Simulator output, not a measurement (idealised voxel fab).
process module | voxel capacitor over wiring
cross-section cut | 170 nm wide | cells 5 nm
A cross-section is a grid of square cells, given in bands from the top down. A band is one or more rows of cells.
Each band's line starts with the height of the band's top and of its bottom, in nm. Then come its materials from left to right, each with its width in nm. One material with "throughout" fills the band from edge to edge. "air" is empty space.
Height 0 is the level under which the wafer as received is all one material. The lowest band goes on downwards, as in "0 down".
A width such as "30 to 40" changes by the same amount from each row of cells to the next, from the band's top row to its bottom row.
"no change" after a step means that no cell of the cross-section changed.
closed voids: empty space of 8 cells or more with no open way to the top, each as width x height at its distance from the left edge, in nm
after a step's settings: what the simulator itself notes on the step
overlay nm, on a step with a mask: how far to the right of its planned place the mask lay; to the left if negative
plan
1 op RECEIVE | material Si
2 op CONFORMAL_DEP | material SiO2 | thk nm 10
3 op CONFORMAL_DEP | material SiCN | thk nm 5
4 op DIRECTIONAL_DEP | material lowk | thk nm 25
5 op MASKED_ETCH | tone open | mask id METAL_1 | width nm 30 | pitch nm 100 | etch materials lowk | depth nm 25 | overlay nm 0
6 op MASKED_ETCH | tone open | mask id METAL_1 | width nm 30 | pitch nm 100 | etch materials SiCN | depth nm 5 | overlay nm 0
7 op CONFORMAL_DEP | material TiN | thk nm 5
8 op FILL_DEP | material Ru | thk nm 5
9 op CMP | height nm 40
10 op CONFORMAL_DEP | material SiCN | thk nm 5
11 op DIRECTIONAL_DEP | material SiO2 | thk nm 10
12 op DIRECTIONAL_DEP | material aC | thk nm 10
13 op PATTERN | tone open | mask id PLUG_1 | material resist | width nm 15 | thk nm 30 | overlay nm 0
14 op DIRECTIONAL_ETCH | etch materials aC | depth nm 10
15 op STRIP | etch materials resist
16 op DIRECTIONAL_ETCH | etch materials SiO2 | depth nm 10
17 op DIRECTIONAL_ETCH | etch materials SiCN | depth nm 5
18 op STRIP | etch materials aC
19 op EPI | material Ru | thk nm 10
20 op EPI | material Ru | thk nm 5
21 op DIRECTIONAL_DEP | material TiN | thk nm 5
22 op DIRECTIONAL_DEP | material SiN | thk nm 5
23 op DIRECTIONAL_DEP | material TiN | thk nm 5
24 op DIRECTIONAL_DEP | material aC | thk nm 10
25 op PATTERN | tone cover | mask id UPPER_PLATE | material resist | width nm 75 | thk nm 30 | overlay nm 0
26 op DIRECTIONAL_ETCH | etch materials aC | depth nm 10
27 op STRIP | etch materials resist
28 op DIRECTIONAL_ETCH | etch materials TiN | depth nm 5
29 op DIRECTIONAL_ETCH | etch materials SiN | depth nm 5
30 op STRIP | etch materials aC
31 op PATTERN | tone cover | mask id LOWER_PLATE | material resist | width nm 85 | thk nm 20 | overlay nm 0
32 op DIRECTIONAL_ETCH | etch materials TiN | depth nm 5
33 op STRIP | etch materials resist
34 op FILL_DEP | material SiO2 | thk nm 20
35 op CMP | height nm 85
36 op PATTERN | tone open | mask id PLUG_2 | material resist | width nm 15 | thk nm 15 | overlay nm 0
37 op DIRECTIONAL_ETCH | etch materials SiO2 | depth nm 15
38 op STRIP | etch materials resist
39 op CONFORMAL_DEP | material TiN | thk nm 5
40 op FILL_DEP | material W | thk nm 10
41 op CMP | height nm 85
42 op CONFORMAL_DEP | material SiN | thk nm 5
as received, after step 1
  0 down: Si throughout
  closed voids: none
first wafer at the end, as planned
  90 to 85: SiN throughout
  85 to 75: SiO2 45 | TiN 5 | W 5 | TiN 5 | SiO2 110
  75 to 65: SiO2 45 to 35 | TiN 15 to 75 | SiO2 110 to 60
  65 to 60: SiO2 35 | SiN 75 | SiO2 60
  60 to 55: SiO2 30 | TiN 85 | SiO2 55
  55 to 45: SiO2 35 | Ru 15 | SiO2 120
  45 to 40: SiCN 35 | Ru 15 | SiCN 120
  40 to 15: lowk 20 | TiN 5 | Ru 20 | TiN 5 | lowk 70 | TiN 5 | Ru 20 | TiN 5 | lowk 20
  15 to 10: SiCN 20 | TiN 30 | SiCN 70 | TiN 30 | SiCN 20
  10 to 0: SiO2 throughout
  0 down: Si throughout
  closed voids: none
second wafer at the end: like start, like plan, one mistake
  90 to 85: SiN throughout
  85 to 75: SiO2 45 | TiN 5 | W 5 | TiN 5 | SiO2 110
  75 to 70: SiO2 45 | TiN 15 | SiO2 110
  70 to 65: SiO2 throughout
  65 to 60: SiO2 35 | SiN 75 | SiO2 60
  60 to 55: TiN 30 | SiO2 5 | TiN 75 | SiO2 5 | TiN 55
  55 to 45: SiO2 35 | Ru 15 | SiO2 120
  45 to 40: SiCN 35 | Ru 15 | SiCN 120
  40 to 15: lowk 20 | TiN 5 | Ru 20 | TiN 5 | lowk 70 | TiN 5 | Ru 20 | TiN 5 | lowk 20
  15 to 10: SiCN 20 | TiN 30 | SiCN 70 | TiN 30 | SiCN 20
  10 to 0: SiO2 throughout
  0 down: Si throughout
  closed voids: none
what went wrong: step 31 ran as: op PATTERN | tone open | mask id LOWER_PLATE | material resist | width nm 85 | thk nm 20 | overlay nm 0
at the end the second wafer has, in cells: as many of each material as the first, in other places
